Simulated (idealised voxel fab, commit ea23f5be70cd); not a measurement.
process module | voxel released beams
cross-section cut | 210 nm wide | cells 5 nm
A cross-section is a grid of square cells, given in bands from the top down. A band is one or more rows of cells.
Each band's line starts with the height of the band's top and of its bottom, in nm. Then come its materials from left to right, each with its width in nm. One material with "throughout" fills the band from edge to edge. "air" is empty space.
Height 0 is the level under which the wafer as received is all one material. The lowest band goes on downwards, as in "0 down".
A width such as "30 to 40" changes by the same amount from each row of cells to the next, from the band's top row to its bottom row.
"no change" after a step means that no cell of the cross-section changed.
closed voids: empty space of 8 cells or more with no open way to the top, each as width x height at its distance from the left edge, in nm
after a step's settings: what the simulator itself notes on the step
overlay nm, on a step with a mask: how far to the right of its planned place the mask lay; to the left if negative
plan
1 op RECEIVE | material Si
2 op CONFORMAL_DEP | material SiN | thk nm 10
3 op DIRECTIONAL_DEP | material SiO2 | thk nm 15
4 op DIRECTIONAL_DEP | material aC | thk nm 15
5 op PATTERN | tone open | mask id ANCHOR | material resist | width nm 45 | thk nm 30 | overlay nm 0
6 op DIRECTIONAL_ETCH | etch materials aC | depth nm 15
7 op STRIP | etch materials resist
8 op DIRECTIONAL_ETCH | etch materials SiO2 | depth nm 15
9 op STRIP | etch materials aC
10 op CONFORMAL_DEP | material W | thk nm 15
11 op DIRECTIONAL_DEP | material aC | thk nm 15
12 op PATTERN | tone cover | mask id BEAM | material resist | width nm 120 | thk nm 35 | overlay nm 0
13 op DIRECTIONAL_ETCH | etch materials aC | depth nm 15
14 op STRIP | etch materials resist
15 op DIRECTIONAL_ETCH | etch materials W | depth nm 15
16 op STRIP | etch materials aC
17 op STRIP | etch materials SiO2
as received, after step 1
  0 down: Si throughout
  closed voids: none
a wafer at the end: this start, this plan, one mistake
  40 to 25: air 40 | W 25 | air 5 | W 90 | air 50
  25 to 10: air 50 | W 35 | air 125
  10 to 0: SiN throughout
  0 down: Si throughout
  closed voids: none
what went wrong: step 5 ran as: op PATTERN | tone open | mask id ANCHOR | material resist | width nm 35 | thk nm 30 | overlay nm 0
